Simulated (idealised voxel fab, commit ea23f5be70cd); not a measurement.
This section sets out a process module, namely voxel spacer lines.
Cross-section cut spans 265 nm and uses square cells 5 nm in size.
Each cross-section below is a grid of square cells, stated as bands in top-down order, with one or more rows of cells making up each band. Band: top height; bottom height; in nm. Then, left to right: material with width in nm, for each material. "all across": a single material spanning edge to edge. "empty": empty space. A quick word on heights: they are counted from 0, and under that level the wafer as it came to us is one material throughout. The lowest band is different from the rest in having no bottom; it simply continues downward, written as in "0 down". The two numbers in a width such as "30 to 40" mark its ends across the band: the first belongs to the top row of cells, the second to the bottom row, and from each row to the next the width moves by the same amount. "remained the same" means the step left every cell of the cross-section as it was. Basically, "Completely sealed voids" tells you about the enclosed voids: empty spaces with no open way to the top, 8 cells or bigger, each written width x height at distance, where distance is from the left edge, all in nm. Step line, after settings: the simulator's comment on this step. The "overlay nm" setting may appear on a step's line; for a step that uses a mask, it gives how far to the right of its planned position the mask lay, and a negative value indicates the left.
# List of planned process steps
- 1: RECEIVE with material Si
- 2: CONFORMAL_DEP with material Al2O3, thk nm 10
- 3: DIRECTIONAL_DEP with material TiN, thk nm 10
- 4: DIRECTIONAL_DEP with material aC, thk nm 25
- 5: PATTERN with tone cover, mask id MANDREL, material resist, width nm 20, pitch nm 70, thk nm 35, overlay nm 0
- 6: DIRECTIONAL_ETCH with etch materials aC, depth nm 25
- 7: STRIP with etch materials resist
- 8: CONFORMAL_DEP with material SiO2, thk nm 15
- 9: DIRECTIONAL_ETCH with etch materials SiO2, depth nm 15
- 10: STRIP with etch materials aC
- 11: DIRECTIONAL_ETCH with etch materials TiN, depth nm 10
- 12: STRIP with etch materials SiO2
# So this is the incoming wafer in cross-section - it's already been through step 1
> 0 down  Si all across
> Completely sealed voids: none
# One mistake in running the module, otherwise start and plan as above: cross-section at the end
> 20 to 10  empty 40 nm / TiN 15 nm / empty 15 nm / TiN 15 nm / empty 25 nm / TiN 15 nm / empty 15 nm / TiN 15 nm / empty 25 nm / TiN 15 nm / empty 15 nm / TiN 15 nm / empty 40 nm
> 10 to 0  Al2O3 all across
> 0 down  Si all across
> Completely sealed voids: none
Short version of what went wrong: step 5 ran as: PATTERN with tone cover, mask id MANDREL, material resist, width nm 15, pitch nm 70, thk nm 35, overlay nm 0
